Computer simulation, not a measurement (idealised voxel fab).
process module | voxel transistor to metal
cross-section cut | 285 nm wide | cells 5 nm
A cross-section is a grid of square cells, given in bands from the top down. A band is one or more rows of cells.
Each band's line starts with the height of the band's top and of its bottom, in nm. Then come its materials from left to right, each with its width in nm. One material with "throughout" fills the band from edge to edge. "air" is empty space.
Height 0 is the level under which the wafer as received is all one material. The lowest band goes on downwards, as in "0 down".
A width such as "30 to 40" changes by the same amount from each row of cells to the next, from the band's top row to its bottom row.
"no change" after a step means that no cell of the cross-section changed.
closed voids: empty space of 8 cells or more with no open way to the top, each as width x height at its distance from the left edge, in nm
after a step's settings: what the simulator itself notes on the step
overlay nm, on a step with a mask: how far to the right of its planned place the mask lay; to the left if negative
plan
1 op RECEIVE | material Si
2 op CONFORMAL_DEP | material SiO2 | thk nm 5
3 op CONFORMAL_DEP | material SiN | thk nm 10
4 op PATTERN | tone cover | mask id ACTIVE | material resist | width nm 115 | pitch nm 140 | thk nm 15 | overlay nm 0
5 op DIRECTIONAL_ETCH | etch materials SiN | depth nm 10
6 op DIRECTIONAL_ETCH | etch materials SiO2 | depth nm 5
7 op DIRECTIONAL_ETCH | etch materials Si | depth nm 25
8 op STRIP | etch materials resist
9 op OXIDIZE | depth nm 5
10 op FILL_DEP | material SiO2 | thk nm 5
11 op CMP | height nm 15
12 op SELECTIVE_ETCH | etch materials SiO2 | depth nm 5
13 op STRIP | etch materials SiN
14 op SELECTIVE_ETCH | etch materials SiO2 | depth nm 5
15 op OXIDIZE | depth nm 5
16 op DIRECTIONAL_DEP | material polySi | thk nm 25
17 op DIRECTIONAL_DEP | material SiCN | thk nm 10
18 op PATTERN | tone cover | mask id GATE | material resist | width nm 25 | pitch nm 140 | thk nm 20 | overlay nm 0
19 op DIRECTIONAL_ETCH | etch materials SiCN | depth nm 20
20 op DIRECTIONAL_ETCH | etch materials polySi | depth nm 35
21 op STRIP | etch materials resist
22 op CONFORMAL_DEP | material SiO2 | thk nm 5
23 op DIRECTIONAL_ETCH | etch materials SiO2 | depth nm 5
24 op CONFORMAL_DEP | material SiN | thk nm 10
25 op DIRECTIONAL_ETCH | etch materials SiN | depth nm 10
26 op DIRECTIONAL_ETCH | etch materials SiO2 | depth nm 5
27 op DIRECTIONAL_ETCH | etch materials Si | depth nm 5
28 op EPI | material nSi | thk nm 5
29 op FILL_DEP | material SiO2 | thk nm 5
30 op CMP | height nm 35
31 op DIRECTIONAL_DEP | material SiO2 | thk nm 10
32 op DIRECTIONAL_DEP | material aC | thk nm 10
33 op PATTERN | tone open | mask id CONTACT | material resist | width nm 35 | pitch nm 70 | thk nm 30 | overlay nm 0
34 op DIRECTIONAL_ETCH | etch materials aC | depth nm 10
35 op STRIP | etch materials resist
36 op DIRECTIONAL_ETCH | etch materials SiO2 | depth nm 50
37 op STRIP | etch materials aC
38 op CONFORMAL_DEP | material TiN | thk nm 5
39 op FILL_DEP | material W | thk nm 5
40 op CMP | height nm 45
41 op DIRECTIONAL_DEP | material TiN | thk nm 5
42 op DIRECTIONAL_DEP | material W | thk nm 25
43 op PATTERN | tone cover | mask id METAL_1 | material resist | width nm 20 | thk nm 15 | overlay nm 0
44 op DIRECTIONAL_ETCH | etch materials W | depth nm 25
45 op DIRECTIONAL_ETCH | etch materials TiN | depth nm 5
46 op STRIP | etch materials resist
47 op CONFORMAL_DEP | material SiN | thk nm 5
48 op FILL_DEP | material SiO2 | thk nm 10
49 op CMP | height nm 75
50 op CONFORMAL_DEP | material SiCN | thk nm 5
varied across the wafers: thk nm of step 2. The plan shows the first wafer's value. All wafers start alike
first wafer as received, after step 1
  0 down: Si throughout
  closed voids: none
each wafer at the end: cells of each material gained (+) or lost (-) since it was received, then its closed voids
thk nm 5 | -148 Si | +77 SiCN | +145 SiN | +468 SiO2 | +116 TiN | +180 W | +24 nSi | +50 polySi | closed voids: none
thk nm 10 | -35 Si | +67 SiCN | +129 SiN | +374 SiO2 | +108 TiN | +180 W | +39 nSi | +50 polySi | closed voids: none
thk nm 15 | -35 Si | +67 SiCN | +129 SiN | +374 SiO2 | +108 TiN | +180 W | +39 nSi | +50 polySi | closed voids: none
thk nm 20 | -35 Si | +67 SiCN | +129 SiN | +374 SiO2 | +108 TiN | +180 W | +39 nSi | +50 polySi | closed voids: none
